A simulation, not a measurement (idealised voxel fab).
process module | voxel self aligned vias
cross-section cut | 170 nm wide | cells 5 nm
A cross-section is a grid of square cells, given in bands from the top down. A band is one or more rows of cells.
Each band's line starts with the height of the band's top and of its bottom, in nm. Then come its materials from left to right, each with its width in nm. One material with "throughout" fills the band from edge to edge. "air" is empty space.
Height 0 is the level under which the wafer as received is all one material. The lowest band goes on downwards, as in "0 down".
A width such as "30 to 40" changes by the same amount from each row of cells to the next, from the band's top row to its bottom row.
"no change" after a step means that no cell of the cross-section changed.
closed voids: empty space of 8 cells or more with no open way to the top, each as width x height at its distance from the left edge, in nm
after a step's settings: what the simulator itself notes on the step
overlay nm, on a step with a mask: how far to the right of its planned place the mask lay; to the left if negative
plan
1 op RECEIVE | material Si
2 op CONFORMAL_DEP | material SiO2 | thk nm 15
3 op CONFORMAL_DEP | material SiCN | thk nm 5
4 op DIRECTIONAL_DEP | material lowk | thk nm 30
5 op MASKED_ETCH | tone open | mask id LINES | width nm 20 | pitch nm 50 | etch materials lowk | depth nm 30 | overlay nm 0
6 op CONFORMAL_DEP | material TiN | thk nm 5
7 op FILL_DEP | material Ru | thk nm 10
8 op CMP | height nm 50
9 op SELECTIVE_ETCH | etch materials W Ru TiN | depth nm 5
10 op FILL_DEP | material SiN | thk nm 10
11 op CMP | height nm 50
12 op DIRECTIONAL_DEP | material lowk | thk nm 15
13 op MASKED_ETCH | tone open | mask id VIAS | width nm 30 | pitch nm 50 | etch materials lowk | depth nm 15 | overlay nm 0
14 op MASKED_ETCH | tone open | mask id VIAS | width nm 30 | pitch nm 50 | etch materials SiN | depth nm 5 | overlay nm 0
15 op CONFORMAL_DEP | material TiN | thk nm 5
16 op FILL_DEP | material Cu | thk nm 5
17 op CMP | height nm 65
18 op CONFORMAL_DEP | material SiN | thk nm 5
as received, after step 1
  0 down: Si throughout
  closed voids: none
a wafer at the end: this start, this plan, one mistake
  80 to 65: SiN throughout
  65 to 55: lowk 45 | TiN 5 | Cu 20 | TiN 5 | lowk 20 | TiN 5 | Cu 20 | TiN 5 | lowk 45
  55 to 50: lowk 45 | TiN 10 | Cu 10 | TiN 10 | lowk 20 | TiN 10 | Cu 10 | TiN 10 | lowk 45
  50 to 45: lowk 50 | TiN 20 | lowk 30 | TiN 20 | lowk 50
  45 to 25: lowk 50 | TiN 5 | Ru 10 | TiN 5 | lowk 30 | TiN 5 | Ru 10 | TiN 5 | lowk 50
  25 to 20: lowk 50 | TiN 20 | lowk 30 | TiN 20 | lowk 50
  20 to 15: SiCN throughout
  15 to 0: SiO2 throughout
  0 down: Si throughout
  closed voids: none
what went wrong: step 18 ran as: op CONFORMAL_DEP | material SiN | thk nm 15
